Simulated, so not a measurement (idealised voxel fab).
process module | voxel self aligned contacts
cross-section cut | 290 nm wide | cells 5 nm
A cross-section is a grid of square cells, given in bands from the top down. A band is one or more rows of cells.
Each band's line starts with the height of the band's top and of its bottom, in nm. Then come its materials from left to right, each with its width in nm. One material with "throughout" fills the band from edge to edge. "air" is empty space.
Height 0 is the level under which the wafer as received is all one material. The lowest band goes on downwards, as in "0 down".
A width such as "30 to 40" changes by the same amount from each row of cells to the next, from the band's top row to its bottom row.
"no change" after a step means that no cell of the cross-section changed.
closed voids: empty space of 8 cells or more with no open way to the top, each as width x height at its distance from the left edge, in nm
after a step's settings: what the simulator itself notes on the step
overlay nm, on a step with a mask: how far to the right of its planned place the mask lay; to the left if negative
plan
1 op RECEIVE | material Si
2 op CONFORMAL_DEP | material SiO2 | thk nm 5
3 op DIRECTIONAL_DEP | material polySi | thk nm 25
4 op DIRECTIONAL_DEP | material SiN | thk nm 25
5 op PATTERN | tone cover | mask id GATE | material resist | width nm 25 | pitch nm 60 | thk nm 15 | overlay nm 0
6 op DIRECTIONAL_ETCH | etch materials SiN | depth nm 25
7 op DIRECTIONAL_ETCH | etch materials polySi | depth nm 25
8 op STRIP | etch materials resist
9 op CONFORMAL_DEP | material SiN | thk nm 10
10 op DIRECTIONAL_ETCH | etch materials SiN | depth nm 10
11 op FILL_DEP | material SiO2 | thk nm 15
12 op CMP | height nm 65
13 op DIRECTIONAL_DEP | material aC | thk nm 10
14 op PATTERN | tone open | mask id CONTACT | material resist | width nm 45 | pitch nm 60 | thk nm 30 | overlay nm 0
15 op DIRECTIONAL_ETCH | etch materials aC | depth nm 10
16 op STRIP | etch materials resist
17 op DIRECTIONAL_ETCH | etch materials SiO2 | depth nm 65
18 op STRIP | etch materials aC
19 op CONFORMAL_DEP | material TiN | thk nm 5
20 op FILL_DEP | material W | thk nm 10
21 op CMP | height nm 65
22 op CONFORMAL_DEP | material SiCN | thk nm 5
as received, after step 1
  0 down: Si throughout
  closed voids: none
a wafer at the end: this start, this plan, one mistake
  70 to 65: SiCN throughout
  65 to 55: SiO2 90 | TiN 5 to 20 | W 35 to 5 | TiN 5 to 20 | SiO2 15 | TiN 5 to 20 | W 35 to 5 | TiN 5 to 20 | SiO2 95
  55 to 30: SiO2 60 | SiN 45 | TiN 5 | W 5 | TiN 5 | SiN 45 | TiN 5 | W 5 | TiN 5 | SiN 45 | SiO2 65
  30 to 20: SiO2 60 | SiN 10 | polySi 25 | SiN 10 | TiN 5 | W 5 | TiN 5 | SiN 10 | polySi 25 | SiN 10 | TiN 5 | W 5 | TiN 5 | SiN 10 | polySi 25 | SiN 10 | SiO2 65
  20 to 15: SiO2 60 | SiN 10 | polySi 25 | SiN 10 | TiN 15 | SiN 10 | polySi 25 | SiN 10 | TiN 15 | SiN 10 | polySi 25 | SiN 10 | SiO2 65
  15 to 5: SiN 70 | polySi 25 | SiN 35 | polySi 25 | SiN 35 | polySi 25 | SiN 75
  5 to 0: SiO2 throughout
  0 down: Si throughout
  closed voids: none
what went wrong: steps 9 and 10 were swapped
